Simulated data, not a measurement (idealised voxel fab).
Process module under the name voxel released beams
Displayed cross-section: cut, width of 145 nm, square cells sized 5 nm.
A cross-section is a grid of square cells, given in bands from the top down. A band is one or more rows of cells. The band entry comprises the height of the band's top followed by the height of its bottom, expressed in nm, and subsequently the band's materials from left to right, each stated together with its width in nm. Where a single material is marked with the word "throughout", that material fills the band from edge to edge. The word "empty" represents empty space. Counting heights begins at 0, where everything beneath is, in the wafer as received, one material. The lowest band has no bottom; it goes on downwards, as "0 -> down" shows. Width: "30..40" (first number = top row, second number = bottom row, same change from row to row of cells). Basically "all unchanged" means that step didn't change any cell in the cross-section. Empty spaces counting at least 8 cells and having no open way to the top are listed in "Closed-off voids". The notation width x height at distance is used for each, the distance being from the left edge and all three values in nm. On a step's line, text after the settings is the simulator commenting on that step. On any step carrying a mask, the "overlay nm" setting, if present on the step's line, tells how far right of its planned place the mask lay; negative values point to the left.
-- The process steps that were planned are listed below
| 1 | RECEIVE (material Si) |
| 2 | CONFORMAL_DEP (material Al2O3; thk nm 5) |
| 3 | DIRECTIONAL_DEP (material SiO2; thk nm 10) |
| 4 | MASKED_ETCH (tone open; mask id ANCHOR; width nm 40; etch materials SiO2; depth nm 10; overlay nm 0) |
| 5 | CONFORMAL_DEP (material SiN; thk nm 15) |
| 6 | MASKED_ETCH (tone cover; mask id BEAM; width nm 85; etch materials SiN; depth nm 15; overlay nm 0) |
| 7 | STRIP (etch materials SiO2) |
Same starting wafers, different thk nm at step 2. Plan value belongs to the first wafer.
-- Cross-section of the first incoming wafer of several, state after step 1
  0 -> down: Si throughout
  Closed-off voids: none
-- So in this table every wafer gets its own row, and what you see is where it stands at the end of the module: for each material, how many cells it picked up (+) or gave up (-) since we received it, and after that its closed voids
thk nm 5 | +29 Al2O3 | +63 SiN | Closed-off voids: none
thk nm 10 | +58 Al2O3 | +63 SiN | Closed-off voids: none
thk nm 15 | +87 Al2O3 | +63 SiN | Closed-off voids: none
thk nm 20 | +116 Al2O3 | +63 SiN | Closed-off voids: none
thk nm 25 | +145 Al2O3 | +63 SiN | Closed-off voids: none
